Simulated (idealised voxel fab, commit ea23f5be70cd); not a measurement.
process module | voxel gate over fins
cross-section cut | 155 nm wide | cells 5 nm
A cross-section is a grid of square cells, given in bands from the top down. A band is one or more rows of cells.
Each band's line starts with the height of the band's top and of its bottom, in nm. Then come its materials from left to right, each with its width in nm. One material with "throughout" fills the band from edge to edge. "air" is empty space.
Height 0 is the level under which the wafer as received is all one material. The lowest band goes on downwards, as in "0 down".
A width such as "30 to 40" changes by the same amount from each row of cells to the next, from the band's top row to its bottom row.
"no change" after a step means that no cell of the cross-section changed.
closed voids: empty space of 8 cells or more with no open way to the top, each as width x height at its distance from the left edge, in nm
after a step's settings: what the simulator itself notes on the step
overlay nm, on a step with a mask: how far to the right of its planned place the mask lay; to the left if negative
plan
1 op RECEIVE | material Si
2 op CONFORMAL_DEP | material SiN | thk nm 10
3 op DIRECTIONAL_DEP | material aC | thk nm 15
4 op PATTERN | tone cover | mask id FINS | material resist | width nm 15 | pitch nm 50 | thk nm 35 | overlay nm 0
5 op DIRECTIONAL_ETCH | etch materials aC | depth nm 15
6 op STRIP | etch materials resist
7 op DIRECTIONAL_ETCH | etch materials SiN | depth nm 10
8 op DIRECTIONAL_ETCH | etch materials Si | depth nm 35
9 op STRIP | etch materials aC
10 op FILL_DEP | material SiO2 | thk nm 5
11 op CMP | height nm 10
12 op DIRECTIONAL_DEP | material aC | thk nm 10
13 op PATTERN | tone open | mask id RAIL | material resist | width nm 15 | thk nm 30 | overlay nm 0
14 op DIRECTIONAL_ETCH | etch materials aC | depth nm 10
15 op STRIP | etch materials resist
16 op DIRECTIONAL_ETCH | etch materials SiO2 | depth nm 40
17 op STRIP | etch materials aC
18 op CONFORMAL_DEP | material TiN | thk nm 5
19 op FILL_DEP | material W | thk nm 5
20 op CMP | height nm 10
21 op SELECTIVE_ETCH | etch materials W Ru TiN | depth nm 25
22 op FILL_DEP | material SiO2 | thk nm 5
23 op CMP | height nm 10
24 op SELECTIVE_ETCH | etch materials SiO2 | depth nm 20
25 op STRIP | etch materials SiN
26 op CONFORMAL_DEP | material HfO2 | thk nm 5
27 op CONFORMAL_DEP | material TiN | thk nm 5
28 op FILL_DEP | material W | thk nm 15
29 op CMP | height nm 20
30 op CONFORMAL_DEP | material SiN | thk nm 10
as received, after step 1
  0 down: Si throughout
  closed voids: none
a wafer at the end: this start, this plan, one mistake
  30 to 20: SiN throughout
  20 to 10: W throughout
  10 to 5: W 10 | TiN 40 | W 10 | TiN 40 | W 10 | TiN 40 | W 5
  5 to 0: W 10 | TiN 5 | HfO2 30 | TiN 5 | W 10 | TiN 5 | HfO2 30 | TiN 5 | W 10 | TiN 5 | HfO2 30 | TiN 5 | W 5
  0 to -5: TiN 15 | HfO2 5 | Si 20 | HfO2 5 | TiN 20 | HfO2 5 | Si 20 | HfO2 5 | TiN 20 | HfO2 5 | Si 20 | HfO2 5 | TiN 10
  -5 to -10: HfO2 20 | Si 20 | HfO2 30 | Si 20 | HfO2 30 | Si 20 | HfO2 15
  -10 to -15: SiO2 20 | Si 20 | SiO2 30 | Si 20 | SiO2 30 | Si 20 | SiO2 15
  -15 to -25: SiO2 20 | Si 20 | SiO2 5 | TiN 5 | W 5 | TiN 5 | SiO2 10 | Si 20 | SiO2 30 | Si 20 | SiO2 15
  -25 to -30: SiO2 20 | Si 20 | SiO2 5 | TiN 15 | SiO2 10 | Si 20 | SiO2 30 | Si 20 | SiO2 15
  -30 to -35: SiO2 20 | Si 20 | SiO2 30 | Si 20 | SiO2 30 | Si 20 | SiO2 15
  -35 down: Si throughout
  closed voids: none
what went wrong: step 4 ran as: op PATTERN | tone cover | mask id FINS | material resist | width nm 20 | pitch nm 50 | thk nm 35 | overlay nm 0
